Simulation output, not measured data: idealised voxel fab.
The following process module bears the name voxel double patterning.
The cross-section on display is named cut; it measures 150 nm wide, and its cells are 5 nm squares.
A cross-section is written here as square cells arranged in a grid, and it is given in bands from the top down, each band taking up one or more rows of cells. Quick guide to a band line: top height, bottom height (nm) up front; then every material left to right with its width in nm. Only one material and it's marked "edge to edge"? Then it fills the band edge to edge. And "blank" just means empty space. Ref level 0: as-received wafer is one material below here. Bottom band extends down with no lower bound ("0 -> down"). Width spec "30..40" -> top row of cells at first value, bottom row at second value, equal per-row change in between. Step marked "nothing changed"? Then no cell in the cross-section changed in it. The label "Enclosed cavity list" introduces a list of the empty spaces, 8 cells or larger, that have no open way up to the top; each entry in it reads width x height at distance, where the distance is taken from the left edge and all three are stated in nm. Anything after a step's settings on that line? It's the simulator's own note about the step. "overlay nm" on a masked step: distance the mask lay right of its planned place, negative for left.
Listed below are the process steps as planned
1,RECEIVE, material Si
2,CONFORMAL_DEP, material SiO2, thk nm 10
3,DIRECTIONAL_DEP, material TiN, thk nm 10
4,DIRECTIONAL_DEP, material SiN, thk nm 5
5,MASKED_ETCH, tone open, mask id FIRST, width nm 15, pitch nm 50, etch materials SiN, depth nm 5, overlay nm 0
6,DIRECTIONAL_DEP, material aC, thk nm 15
7,PATTERN, tone open, mask id SECOND, material resist, width nm 15, pitch nm 50, thk nm 35, overlay nm 0
8,DIRECTIONAL_ETCH, etch materials aC, depth nm 15
9,STRIP, etch materials resist
10,DIRECTIONAL_ETCH, etch materials SiN, depth nm 5
11,STRIP, etch materials aC
12,DIRECTIONAL_ETCH, etch materials TiN, depth nm 10
13,STRIP, etch materials SiN
The first of a set of two wafers, run to plan
Cross-section: wafer on arrival = after step 1
0 -> down = Si edge to edge
Enclosed cavity list: none
Cross-section of the wafer subsequent to step 2
10 -> 0 = SiO2 edge to edge
Below 0 it's all the same as before, nothing changed down there.
Cross-section of the wafer subsequent to step 3
20 -> 10 = TiN edge to edge
Below 10 it's all the same as before, nothing changed down there.
Cross-section of the wafer subsequent to step 4
25 -> 20 = SiN edge to edge
Below 20 it's all the same as before, nothing changed down there.
Cross-section of the wafer subsequent to step 5
25 -> 20 = SiN 15  blank 15  SiN 35  blank 15  SiN 35  blank 15  SiN 20
Below 20 it's all the same as before, nothing changed down there.
Cross-section of the wafer subsequent to step 6
40 -> 35 = aC 15  blank 15  aC 35  blank 15  aC 35  blank 15  aC 20
35 -> 25 = aC edge to edge
25 -> 20 = SiN 15  aC 15  SiN 35  aC 15  SiN 35  aC 15  SiN 20
Below 20 it's all the same as before, nothing changed down there.
Cross-section of the wafer subsequent to step 7
75 -> 40 = resist 40  blank 15  resist 35  blank 15  resist 45
40 -> 35 = aC 15  resist 15  aC 35  resist 15  aC 35  resist 15  aC 20
Below 35 it's all the same as before, nothing changed down there.
Cross-section of the wafer subsequent to step 8
60 -> 40 = resist 40  blank 15  resist 35  blank 15  resist 45
40 -> 35 = aC 15  resist 15  aC 10  blank 15  aC 10  resist 15  aC 10  blank 15  aC 10  resist 15  aC 20
35 -> 25 = aC 40  blank 15  aC 35  blank 15  aC 45
Below 25 it's all the same as before, nothing changed down there.
Cross-section of the wafer subsequent to step 9
40 -> 35 = aC 15  blank 15  aC 10  blank 15  aC 10  blank 15  aC 10  blank 15  aC 10  blank 15  aC 20
Below 35 it's all the same as before, nothing changed down there.
Cross-section of the wafer subsequent to step 10
40 -> 35 = aC 15  blank 15  aC 10  blank 15  aC 10  blank 15  aC 10  blank 15  aC 10  blank 15  aC 20
35 -> 25 = aC 40  blank 15  aC 35  blank 15  aC 45
25 -> 20 = SiN 15  aC 15  SiN 10  blank 15  SiN 10  aC 15  SiN 10  blank 15  SiN 10  aC 15  SiN 20
Below 20 it's all the same as before, nothing changed down there.
Cross-section of the wafer subsequent to step 11
25 -> 20 = SiN 15  blank 15  SiN 10  blank 15  SiN 10  blank 15  SiN 10  blank 15  SiN 10  blank 15  SiN 20
Below 20 it's all the same as before, nothing changed down there.
Cross-section of the wafer subsequent to step 12
25 -> 20 = SiN 15  blank 15  SiN 10  blank 15  SiN 10  blank 15  SiN 10  blank 15  SiN 10  blank 15  SiN 20
20 -> 10 = TiN 15  blank 15  TiN 10  blank 15  TiN 10  blank 15  TiN 10  blank 15  TiN 10  blank 15  TiN 20
Below 10 it's all the same as before, nothing changed down there.
Cross-section of the wafer subsequent to step 13
20 -> 10 = TiN 15  blank 15  TiN 10  blank 15  TiN 10  blank 15  TiN 10  blank 15  TiN 10  blank 15  TiN 20
Below 10 it's all the same as before, nothing changed down there.
Second Wafer (Identical Start and Plan, One Processing Error; Matches First Wafer Through Step 1)
Second wafer shown in cross-section at the time step 2 was slated to end: nothing changed
Second wafer shown in cross-section at the time step 3 was slated to end
10 -> 0 = TiN edge to edge
Below 0 it's all the same as before, nothing changed down there.
Second wafer shown in cross-section at the time step 4 was slated to end
15 -> 10 = SiN edge to edge
Below 10 it's all the same as before, nothing changed down there.
Second wafer shown in cross-section at the time step 5 was slated to end
15 -> 10 = SiN 15  blank 15  SiN 35  blank 15  SiN 35  blank 15  SiN 20
Below 10 it's all the same as before, nothing changed down there.
Second wafer shown in cross-section at the time step 6 was slated to end
30 -> 25 = aC 15  blank 15  aC 35  blank 15  aC 35  blank 15  aC 20
25 -> 15 = aC edge to edge
15 -> 10 = SiN 15  aC 15  SiN 35  aC 15  SiN 35  aC 15  SiN 20
Below 10 it's all the same as before, nothing changed down there.
Second wafer shown in cross-section at the time step 7 was slated to end
65 -> 30 = resist 40  blank 15  resist 35  blank 15  resist 45
30 -> 25 = aC 15  resist 15  aC 35  resist 15  aC 35  resist 15  aC 20
Below 25 it's all the same as before, nothing changed down there.
Second wafer shown in cross-section at the time step 8 was slated to end
50 -> 30 = resist 40  blank 15  resist 35  blank 15  resist 45
30 -> 25 = aC 15  resist 15  aC 10  blank 15  aC 10  resist 15  aC 10  blank 15  aC 10  resist 15  aC 20
25 -> 15 = aC 40  blank 15  aC 35  blank 15  aC 45
Below 15 it's all the same as before, nothing changed down there.
Second wafer shown in cross-section at the time step 9 was slated to end
30 -> 25 = aC 15  blank 15  aC 10  blank 15  aC 10  blank 15  aC 10  blank 15  aC 10  blank 15  aC 20
Below 25 it's all the same as before, nothing changed down there.
Second wafer shown in cross-section at the time step 10 was slated to end
30 -> 25 = aC 15  blank 15  aC 10  blank 15  aC 10  blank 15  aC 10  blank 15  aC 10  blank 15  aC 20
25 -> 15 = aC 40  blank 15  aC 35  blank 15  aC 45
15 -> 10 = SiN 15  aC 15  SiN 10  blank 15  SiN 10  aC 15  SiN 10  blank 15  SiN 10  aC 15  SiN 20
Below 10 it's all the same as before, nothing changed down there.
Second wafer shown in cross-section at the time step 11 was slated to end
15 -> 10 = SiN 15  blank 15  SiN 10  blank 15  SiN 10  blank 15  SiN 10  blank 15  SiN 10  blank 15  SiN 20
Below 10 it's all the same as before, nothing changed down there.
Second wafer shown in cross-section at the time step 12 was slated to end
15 -> 10 = SiN 15  blank 15  SiN 10  blank 15  SiN 10  blank 15  SiN 10  blank 15  SiN 10  blank 15  SiN 20
10 -> 0 = TiN 15  blank 15  TiN 10  blank 15  TiN 10  blank 15  TiN 10  blank 15  TiN 10  blank 15  TiN 20
Below 0 it's all the same as before, nothing changed down there.
Second wafer shown in cross-section at the time step 13 was slated to end
10 -> 0 = TiN 15  blank 15  TiN 10  blank 15  TiN 10  blank 15  TiN 10  blank 15  TiN 10  blank 15  TiN 20
Below 0 it's all the same as before, nothing changed down there.
So what did we get wrong on this run? it should be noted that step 2 of the plan was omitted and was not performed
The final cell counts differ between the wafers, with the second having more or fewer of some materials than the first: -60 SiO2
